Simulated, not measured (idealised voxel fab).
process module | voxel self aligned vias
cross-section cut | 225 nm wide | cells 5 nm
A cross-section is a grid of square cells, given in bands from the top down. A band is one or more rows of cells.
Each band's line starts with the height of the band's top and of its bottom, in nm. Then come its materials from left to right, each with its width in nm. One material with "throughout" fills the band from edge to edge. "air" is empty space.
Height 0 is the level under which the wafer as received is all one material. The lowest band goes on downwards, as in "0 down".
A width such as "30 to 40" changes by the same amount from each row of cells to the next, from the band's top row to its bottom row.
"no change" after a step means that no cell of the cross-section changed.
closed voids: empty space of 8 cells or more with no open way to the top, each as width x height at its distance from the left edge, in nm
after a step's settings: what the simulator itself notes on the step
overlay nm, on a step with a mask: how far to the right of its planned place the mask lay; to the left if negative
plan
1 op RECEIVE | material Si
2 op CONFORMAL_DEP | material SiO2 | thk nm 15
3 op CONFORMAL_DEP | material SiCN | thk nm 5
4 op DIRECTIONAL_DEP | material SiO2 | thk nm 20
5 op PATTERN | tone open | mask id LINES | material resist | width nm 20 | pitch nm 50 | thk nm 20 | overlay nm 0
6 op DIRECTIONAL_ETCH | etch materials SiO2 | depth nm 20
7 op STRIP | etch materials resist
8 op CONFORMAL_DEP | material TiN | thk nm 5
9 op FILL_DEP | material Ru | thk nm 5
10 op CMP | height nm 40
11 op SELECTIVE_ETCH | etch materials W Ru TiN | depth nm 5
12 op FILL_DEP | material SiN | thk nm 5
13 op CMP | height nm 40
14 op DIRECTIONAL_DEP | material SiO2 | thk nm 15
15 op DIRECTIONAL_DEP | material aC | thk nm 10
16 op PATTERN | tone open | mask id VIAS | material resist | width nm 30 | pitch nm 50 | thk nm 25 | overlay nm 0
17 op DIRECTIONAL_ETCH | etch materials aC | depth nm 10
18 op STRIP | etch materials resist
19 op DIRECTIONAL_ETCH | etch materials SiO2 | depth nm 15
20 op DIRECTIONAL_ETCH | etch materials SiN | depth nm 5
21 op STRIP | etch materials aC
22 op CONFORMAL_DEP | material TiN | thk nm 5
23 op FILL_DEP | material Ru | thk nm 5
24 op CMP | height nm 55
25 op CONFORMAL_DEP | material SiN | thk nm 5
varied across the wafers: depth nm of step 11. The plan shows the first wafer's value. All wafers start alike
first wafer as received, after step 1
  0 down: Si throughout
  closed voids: none
first wafer at the end, after step 25
  60 to 55: SiN throughout
  55 to 45: SiO2 45 | TiN 5 | Ru 20 | TiN 5 | SiO2 20 | TiN 5 | Ru 20 | TiN 5 | SiO2 20 | TiN 5 | Ru 20 | TiN 5 | SiO2 50
  45 to 40: SiO2 45 | TiN 10 | Ru 10 | TiN 10 | SiO2 20 | TiN 10 | Ru 10 | TiN 10 | SiO2 20 | TiN 10 | Ru 10 | TiN 10 | SiO2 50
  40 to 35: SiO2 50 | TiN 20 | SiO2 30 | TiN 20 | SiO2 30 | TiN 20 | SiO2 55
  35 to 25: SiO2 50 | TiN 5 | Ru 10 | TiN 5 | SiO2 30 | TiN 5 | Ru 10 | TiN 5 | SiO2 30 | TiN 5 | Ru 10 | TiN 5 | SiO2 55
  25 to 20: SiO2 50 | TiN 20 | SiO2 30 | TiN 20 | SiO2 30 | TiN 20 | SiO2 55
  20 to 15: SiCN throughout
  15 to 0: SiO2 throughout
  0 down: Si throughout
  closed voids: none
last wafer at the end
  60 to 55: SiN throughout
  55 to 45: SiO2 45 | TiN 5 | Ru 20 | TiN 5 | SiO2 20 | TiN 5 | Ru 20 | TiN 5 | SiO2 20 | TiN 5 | Ru 20 | TiN 5 | SiO2 50
  45 to 40: SiO2 45 | TiN 10 | Ru 10 | TiN 10 | SiO2 20 | TiN 10 | Ru 10 | TiN 10 | SiO2 20 | TiN 10 | Ru 10 | TiN 10 | SiO2 50
  40 to 35: SiO2 50 | TiN 20 | SiO2 30 | TiN 20 | SiO2 30 | TiN 20 | SiO2 55
  35 to 20: SiO2 50 | SiN 20 | SiO2 30 | SiN 20 | SiO2 30 | SiN 20 | SiO2 55
  20 to 15: SiCN throughout
  15 to 0: SiO2 throughout
  0 down: Si throughout
  closed voids: none
each wafer at the end: cells of each material gained (+) or lost (-) since it was received, then its closed voids
depth nm 5 | +42 Ru | +45 SiCN | +45 SiN | +348 SiO2 | +60 TiN | closed voids: none
depth nm 10 | +36 Ru | +45 SiCN | +57 SiN | +348 SiO2 | +54 TiN | closed voids: none
depth nm 15 | +30 Ru | +45 SiCN | +69 SiN | +348 SiO2 | +48 TiN | closed voids: none
depth nm 20 | +30 Ru | +45 SiCN | +81 SiN | +348 SiO2 | +36 TiN | closed voids: none
